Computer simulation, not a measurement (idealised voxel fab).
The document below concerns the process module designated voxel trench capacitor.
The width of the displayed cross-section, cut, is 230 nm; its cells are square, with a size of 5 nm.
In what follows, cross-sections appear as grids of square cells, described through bands that run from the top down, where every band is one or more rows of cells. Per band: top height and bottom height in nm, followed by the left-to-right materials and their widths in nm; "full width" marks a single material spanning edge to edge, "empty" marks empty space. It should be noted that heights are counted from 0, beneath which the wafer as supplied is of one material throughout, and that the lowest band possesses no lower boundary but continues downward, as written in "from 0 down". A width such as "30 to 40" changes by the same amount from each row of cells to the next, from the band's top row to its bottom row. No cell of the cross-section changed in a step that is given as "nothing altered". Heads up: "Enclosed void catalog" only lists the empty pockets with no open path to the top that are 8 cells or more, and it writes them as width x height at distance, distance from the left edge, in nm. Text after the settings on a step's line: the simulator's own remark on that step. overlay nm: mask offset rightward from planned place, masked step; negative means leftward offset.

## Planned step list for the process
1,RECEIVE | material Si
2,CONFORMAL_DEP | material SiN | thk nm 10
3,PATTERN | tone open | mask id TRENCH | material resist | width nm 25 | pitch nm 55 | thk nm 15 | overlay nm 0
4,DIRECTIONAL_ETCH | etch materials SiN | depth nm 10
5,DIRECTIONAL_ETCH | etch materials Si | depth nm 30
6,STRIP | etch materials resist
7,CONFORMAL_DEP | material Al2O3 | thk nm 5
8,FILL_DEP | material polySi | thk nm 10
9,CMP | height nm 10

## The cross-section here shows the wafer as received, i.e. in its state after step 1
* from 0 down = Si full width
* Enclosed void catalog: none

## The following cross-section depicts the wafer upon conclusion of the module. Processing commenced from the starting condition illustrated above and adhered to the plan illustrated above, save for one mistake in execution
* from 10 to 0 = 40 polySi | 5 Al2O3 | 25 SiN | 5 Al2O3 | 20 polySi | 5 Al2O3 | 25 SiN | 5 Al2O3 | 20 polySi | 5 Al2O3 | 25 SiN | 5 Al2O3 | 45 polySi
* from 0 to -25 = 40 polySi | 5 Al2O3 | 25 Si | 5 Al2O3 | 20 polySi | 5 Al2O3 | 25 Si | 5 Al2O3 | 20 polySi | 5 Al2O3 | 25 Si | 5 Al2O3 | 45 polySi
* from -25 to -30 = 45 Al2O3 | 25 Si | 30 Al2O3 | 25 Si | 30 Al2O3 | 25 Si | 50 Al2O3
* from -30 down = Si full width
* Enclosed void catalog: none
what went wrong: in deviation from the planned setting, step 3 was conducted as PATTERN | tone cover | mask id TRENCH | material resist | width nm 25 | pitch nm 55 | thk nm 15 | overlay nm 0
